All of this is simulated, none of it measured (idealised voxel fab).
The following process module bears the name voxel self aligned contacts.
FYI the section here is cut, 285 nm wide, cells are 5 nm squares.
For the purposes of this document, a cross-section shall be understood as a grid of square cells, specified as bands listed in top-to-bottom order, each band consisting of one or more rows of cells. Read a band's entry like this: the first values are the height of its top and the height of its bottom in nm, and what follows is the sequence of materials from left to right, each with its width in nm. Note that "air" is empty space, and that a single material marked "throughout" reaches across the band from edge to edge. Ref level 0: as-received wafer is one material below here. Bottom band extends down with no lower bound ("0 down"). Read "30 to 40" as a graded width: first number on top, second number at the bottom, same change between each pair of neighbouring rows. Key: "stayed the same" - step with no changed cell in the cross-section. Under "Cavities, sealed" you'll find the enclosed gaps, the ones with no way out to the top, that are 8 cells or bigger; each reads width x height at distance, with distance counted from the left edge, everything in nm. Text after the settings on a step's line: the simulator's own remark on that step. What "overlay nm" on a step's line means: if the step has a mask, that mask lay this far to the right of its planned place, or, when the value is negative, to the left.

**The steps planned for the process are as follows**
| 1 | RECEIVE [material Si] |
| 2 | OXIDIZE [depth nm 5] |
| 3 | DIRECTIONAL_DEP [material polySi] [thk nm 20] |
| 4 | DIRECTIONAL_DEP [material SiN] [thk nm 20] |
| 5 | MASKED_ETCH [tone cover] [mask id GATE] [width nm 30] [pitch nm 60] [etch materials SiN] [depth nm 20] [overlay nm 0] |
| 6 | MASKED_ETCH [tone cover] [mask id GATE] [width nm 30] [pitch nm 60] [etch materials polySi] [depth nm 20] [overlay nm 0] |
| 7 | CONFORMAL_DEP [material SiN] [thk nm 5] |
| 8 | DIRECTIONAL_ETCH [etch materials SiN] [depth nm 5] |
| 9 | FILL_DEP [material SiO2] [thk nm 15] |
| 10 | CMP [height nm 45] |
| 11 | MASKED_ETCH [tone open] [mask id CONTACT] [width nm 40] [etch materials SiO2] [depth nm 50] [overlay nm 0] |
| 12 | CONFORMAL_DEP [material TiN] [thk nm 5] |
| 13 | FILL_DEP [material W] [thk nm 10] |
| 14 | CMP [height nm 45] |
| 15 | CONFORMAL_DEP [material SiN] [thk nm 5] |

**First of two wafers: run as planned**

**This is the cross-section of the wafer as we received it, i.e. after step 1**
    0 down | Si throughout
    Cavities, sealed: none

**after step 2**
    0 to -5 | SiO2 throughout
    No changes below -5.

**after step 3**
    20 to 0 | polySi throughout
    No changes below 0.

**after step 4**
    40 to 20 | SiN throughout
    No changes below 20.

**after step 5**
    40 to 20 | 95 nm air; 30 nm SiN; 30 nm air; 30 nm SiN; 100 nm air
    No changes below 20.

**after step 6**
    40 to 20 | 95 nm air; 30 nm SiN; 30 nm air; 30 nm SiN; 100 nm air
    20 to 0 | 95 nm air; 30 nm polySi; 30 nm air; 30 nm polySi; 100 nm air
    No changes below 0.

**after step 7**
    45 to 20 | 90 nm air; 40 nm SiN; 20 nm air; 40 nm SiN; 95 nm air
    20 to 5 | 90 nm air; 5 nm SiN; 30 nm polySi; 5 nm SiN; 20 nm air; 5 nm SiN; 30 nm polySi; 5 nm SiN; 95 nm air
    5 to 0 | 95 nm SiN; 30 nm polySi; 30 nm SiN; 30 nm polySi; 100 nm SiN
    No changes below 0.

**after step 8**
    40 to 20 | 90 nm air; 40 nm SiN; 20 nm air; 40 nm SiN; 95 nm air
    20 to 0 | 90 nm air; 5 nm SiN; 30 nm polySi; 5 nm SiN; 20 nm air; 5 nm SiN; 30 nm polySi; 5 nm SiN; 95 nm air
    No changes below 0.

**after step 9**
    55 to 40 | SiO2 throughout
    40 to 20 | 90 nm SiO2; 40 nm SiN; 20 nm SiO2; 40 nm SiN; 95 nm SiO2
    20 to 0 | 90 nm SiO2; 5 nm SiN; 30 nm polySi; 5 nm SiN; 20 nm SiO2; 5 nm SiN; 30 nm polySi; 5 nm SiN; 95 nm SiO2
    No changes below 0.

**after step 10**
    45 to 40 | SiO2 throughout
    No changes below 40.

**after step 11**
    45 to 40 | 120 nm SiO2; 40 nm air; 125 nm SiO2
    40 to 20 | 90 nm SiO2; 40 nm SiN; 20 nm air; 40 nm SiN; 95 nm SiO2
    20 to 0 | 90 nm SiO2; 5 nm SiN; 30 nm polySi; 5 nm SiN; 20 nm air; 5 nm SiN; 30 nm polySi; 5 nm SiN; 95 nm SiO2
    0 to -5 | 130 nm SiO2; 20 nm air; 135 nm SiO2
    No changes below -5.

**after step 12**
    50 to 45 | 125 nm TiN; 30 nm air; 130 nm TiN
    45 to 40 | 120 nm SiO2; 15 nm TiN; 10 nm air; 15 nm TiN; 125 nm SiO2
    40 to 20 | 90 nm SiO2; 40 nm SiN; 5 nm TiN; 10 nm air; 5 nm TiN; 40 nm SiN; 95 nm SiO2
    20 to 0 | 90 nm SiO2; 5 nm SiN; 30 nm polySi; 5 nm SiN; 5 nm TiN; 10 nm air; 5 nm TiN; 5 nm SiN; 30 nm polySi; 5 nm SiN; 95 nm SiO2
    0 to -5 | 130 nm SiO2; 20 nm TiN; 135 nm SiO2
    No changes below -5.

**after step 13**
    60 to 50 | W throughout
    50 to 45 | 125 nm TiN; 30 nm W; 130 nm TiN
    45 to 40 | 120 nm SiO2; 15 nm TiN; 10 nm W; 15 nm TiN; 125 nm SiO2
    40 to 20 | 90 nm SiO2; 40 nm SiN; 5 nm TiN; 10 nm W; 5 nm TiN; 40 nm SiN; 95 nm SiO2
    20 to 0 | 90 nm SiO2; 5 nm SiN; 30 nm polySi; 5 nm SiN; 5 nm TiN; 10 nm W; 5 nm TiN; 5 nm SiN; 30 nm polySi; 5 nm SiN; 95 nm SiO2
    No changes below 0.

**after step 14**
    45 to 40 | 120 nm SiO2; 15 nm TiN; 10 nm W; 15 nm TiN; 125 nm SiO2
    No changes below 40.

**after step 15**
    50 to 45 | SiN throughout
    No changes below 45.

**The second wafer began exactly as the first did and followed the same plan, but one mistake was made while running it; through step 14 inclusive, the two wafers are identical**

**Cross-section of the second wafer corresponding to the planned conclusion of step 15**
    50 to 45 | SiO2 throughout
    No changes below 45.
It is concluded that the wafer was processed incorrectly with respect to the plan, in that contrary to plan, step 15 was performed as CONFORMAL_DEP [material SiO2] [thk nm 5]
The second wafer ends with more or fewer cells of some materials than the first, per final count: SiN -57, SiO2 +57
